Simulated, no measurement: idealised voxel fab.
process module | voxel self aligned vias
cross-section cut | 275 nm wide | cells 5 nm
A cross-section is a grid of square cells, given in bands from the top down. A band is one or more rows of cells.
Each band's line starts with the height of the band's top and of its bottom, in nm. Then come its materials from left to right, each with its width in nm. One material with "throughout" fills the band from edge to edge. "air" is empty space.
Height 0 is the level under which the wafer as received is all one material. The lowest band goes on downwards, as in "0 down".
A width such as "30 to 40" changes by the same amount from each row of cells to the next, from the band's top row to its bottom row.
"no change" after a step means that no cell of the cross-section changed.
closed voids: empty space of 8 cells or more with no open way to the top, each as width x height at its distance from the left edge, in nm
after a step's settings: what the simulator itself notes on the step
overlay nm, on a step with a mask: how far to the right of its planned place the mask lay; to the left if negative
plan
1 op RECEIVE | material Si
2 op CONFORMAL_DEP | material SiO2 | thk nm 15
3 op CONFORMAL_DEP | material SiCN | thk nm 5
4 op DIRECTIONAL_DEP | material lowk | thk nm 30
5 op DIRECTIONAL_DEP | material aC | thk nm 10
6 op PATTERN | tone open | mask id LINES | material resist | width nm 25 | pitch nm 75 | thk nm 30 | overlay nm 0
7 op DIRECTIONAL_ETCH | etch materials aC | depth nm 10
8 op STRIP | etch materials resist
9 op DIRECTIONAL_ETCH | etch materials lowk | depth nm 30
10 op STRIP | etch materials aC
11 op CONFORMAL_DEP | material TiN | thk nm 5
12 op FILL_DEP | material Ru | thk nm 10
13 op CMP | height nm 50
14 op SELECTIVE_ETCH | etch materials W Ru TiN | depth nm 10
15 op FILL_DEP | material SiN | thk nm 5
16 op CMP | height nm 50
17 op DIRECTIONAL_DEP | material lowk | thk nm 20
18 op MASKED_ETCH | tone open | mask id VIAS | width nm 45 | pitch nm 75 | etch materials lowk | depth nm 20 | overlay nm 0
19 op MASKED_ETCH | tone open | mask id VIAS | width nm 45 | pitch nm 75 | etch materials SiN | depth nm 10 | overlay nm 0
20 op CONFORMAL_DEP | material TiN | thk nm 5
21 op FILL_DEP | material W | thk nm 5
22 op CMP | height nm 70
23 op CONFORMAL_DEP | material SiCN | thk nm 5
first wafer, as planned
as received, after step 1
  0 down: Si throughout
  closed voids: none
after step 2
  15 to 0: SiO2 throughout
  below 0: unchanged
after step 3
  20 to 15: SiCN throughout
  below 15: unchanged
after step 4
  50 to 20: lowk throughout
  below 20: unchanged
after step 5
  60 to 50: aC throughout
  below 50: unchanged
after step 6
  90 to 60: resist 50 | air 25 | resist 50 | air 25 | resist 50 | air 25 | resist 50
  below 60: unchanged
after step 7
  80 to 60: resist 50 | air 25 | resist 50 | air 25 | resist 50 | air 25 | resist 50
  60 to 50: aC 50 | air 25 | aC 50 | air 25 | aC 50 | air 25 | aC 50
  below 50: unchanged
after step 8
  60 to 50: aC 50 | air 25 | aC 50 | air 25 | aC 50 | air 25 | aC 50
  below 50: unchanged
after step 9
  60 to 50: aC 50 | air 25 | aC 50 | air 25 | aC 50 | air 25 | aC 50
  50 to 20: lowk 50 | air 25 | lowk 50 | air 25 | lowk 50 | air 25 | lowk 50
  below 20: unchanged
after step 10
  50 to 20: lowk 50 | air 25 | lowk 50 | air 25 | lowk 50 | air 25 | lowk 50
  below 20: unchanged
after step 11
  55 to 50: TiN 55 | air 15 | TiN 60 | air 15 | TiN 60 | air 15 | TiN 55
  50 to 25: lowk 50 | TiN 5 | air 15 | TiN 5 | lowk 50 | TiN 5 | air 15 | TiN 5 | lowk 50 | TiN 5 | air 15 | TiN 5 | lowk 50
  25 to 20: lowk 50 | TiN 25 | lowk 50 | TiN 25 | lowk 50 | TiN 25 | lowk 50
  below 20: unchanged
after step 12
  65 to 55: Ru throughout
  55 to 50: TiN 55 | Ru 15 | TiN 60 | Ru 15 | TiN 60 | Ru 15 | TiN 55
  50 to 25: lowk 50 | TiN 5 | Ru 15 | TiN 5 | lowk 50 | TiN 5 | Ru 15 | TiN 5 | lowk 50 | TiN 5 | Ru 15 | TiN 5 | lowk 50
  below 25: unchanged
after step 13
  50 to 25: lowk 50 | TiN 5 | Ru 15 | TiN 5 | lowk 50 | TiN 5 | Ru 15 | TiN 5 | lowk 50 | TiN 5 | Ru 15 | TiN 5 | lowk 50
  below 25: unchanged
after step 14
  50 to 40: lowk 50 | air 25 | lowk 50 | air 25 | lowk 50 | air 25 | lowk 50
  below 40: unchanged
after step 15
  55 to 50: SiN throughout
  50 to 40: lowk 50 | SiN 25 | lowk 50 | SiN 25 | lowk 50 | SiN 25 | lowk 50
  below 40: unchanged
after step 16
  50 to 40: lowk 50 | SiN 25 | lowk 50 | SiN 25 | lowk 50 | SiN 25 | lowk 50
  below 40: unchanged
after step 17
  70 to 50: lowk throughout
  below 50: unchanged
after step 18
  70 to 50: lowk 40 | air 45 | lowk 30 | air 45 | lowk 30 | air 45 | lowk 40
  below 50: unchanged
after step 19
  70 to 50: lowk 40 | air 45 | lowk 30 | air 45 | lowk 30 | air 45 | lowk 40
  50 to 40: lowk 50 | air 25 | lowk 50 | air 25 | lowk 50 | air 25 | lowk 50
  below 40: unchanged
after step 20
  75 to 70: TiN 45 | air 35 | TiN 40 | air 35 | TiN 40 | air 35 | TiN 45
  70 to 55: lowk 40 | TiN 5 | air 35 | TiN 5 | lowk 30 | TiN 5 | air 35 | TiN 5 | lowk 30 | TiN 5 | air 35 | TiN 5 | lowk 40
  55 to 45: lowk 40 to 50 | TiN 15 to 5 | air 15 | TiN 15 to 5 | lowk 30 to 50 | TiN 15 to 5 | air 15 | TiN 15 to 5 | lowk 30 to 50 | TiN 15 to 5 | air 15 | TiN 15 to 5 | lowk 40 to 50
  45 to 40: lowk 50 | TiN 25 | lowk 50 | TiN 25 | lowk 50 | TiN 25 | lowk 50
  below 40: unchanged
after step 21
  80 to 75: W throughout
  75 to 70: TiN 45 | W 35 | TiN 40 | W 35 | TiN 40 | W 35 | TiN 45
  70 to 55: lowk 40 | TiN 5 | W 35 | TiN 5 | lowk 30 | TiN 5 | W 35 | TiN 5 | lowk 30 | TiN 5 | W 35 | TiN 5 | lowk 40
  55 to 45: lowk 40 to 50 | TiN 15 to 5 | W 15 | TiN 15 to 5 | lowk 30 to 50 | TiN 15 to 5 | W 15 | TiN 15 to 5 | lowk 30 to 50 | TiN 15 to 5 | W 15 | TiN 15 to 5 | lowk 40 to 50
  below 45: unchanged
after step 22
  70 to 55: lowk 40 | TiN 5 | W 35 | TiN 5 | lowk 30 | TiN 5 | W 35 | TiN 5 | lowk 30 | TiN 5 | W 35 | TiN 5 | lowk 40
  below 55: unchanged
after step 23
  75 to 70: SiCN throughout
  below 70: unchanged
second wafer: like start, like plan, one mistake. Through step 19 it matches the first wafer
when step 20 should have ended
  75 to 70: SiCN 45 | air 35 | SiCN 40 | air 35 | SiCN 40 | air 35 | SiCN 45
  70 to 55: lowk 40 | SiCN 5 | air 35 | SiCN 5 | lowk 30 | SiCN 5 | air 35 | SiCN 5 | lowk 30 | SiCN 5 | air 35 | SiCN 5 | lowk 40
  55 to 45: lowk 40 to 50 | SiCN 15 to 5 | air 15 | SiCN 15 to 5 | lowk 30 to 50 | SiCN 15 to 5 | air 15 | SiCN 15 to 5 | lowk 30 to 50 | SiCN 15 to 5 | air 15 | SiCN 15 to 5 | lowk 40 to 50
  45 to 40: lowk 50 | SiCN 25 | lowk 50 | SiCN 25 | lowk 50 | SiCN 25 | lowk 50
  below 40: unchanged
when step 21 should have ended
  80 to 75: W throughout
  75 to 70: SiCN 45 | W 35 | SiCN 40 | W 35 | SiCN 40 | W 35 | SiCN 45
  70 to 55: lowk 40 | SiCN 5 | W 35 | SiCN 5 | lowk 30 | SiCN 5 | W 35 | SiCN 5 | lowk 30 | SiCN 5 | W 35 | SiCN 5 | lowk 40
  55 to 45: lowk 40 to 50 | SiCN 15 to 5 | W 15 | SiCN 15 to 5 | lowk 30 to 50 | SiCN 15 to 5 | W 15 | SiCN 15 to 5 | lowk 30 to 50 | SiCN 15 to 5 | W 15 | SiCN 15 to 5 | lowk 40 to 50
  below 45: unchanged
when step 22 should have ended
  70 to 55: lowk 40 | SiCN 5 | W 35 | SiCN 5 | lowk 30 | SiCN 5 | W 35 | SiCN 5 | lowk 30 | SiCN 5 | W 35 | SiCN 5 | lowk 40
  below 55: unchanged
when step 23 should have ended
  75 to 70: SiCN throughout
  below 70: unchanged
what went wrong: step 20 ran as: op CONFORMAL_DEP | material SiCN | thk nm 5
at the end the second wafer has, in cells: 57 more of SiCN | 57 fewer of TiN
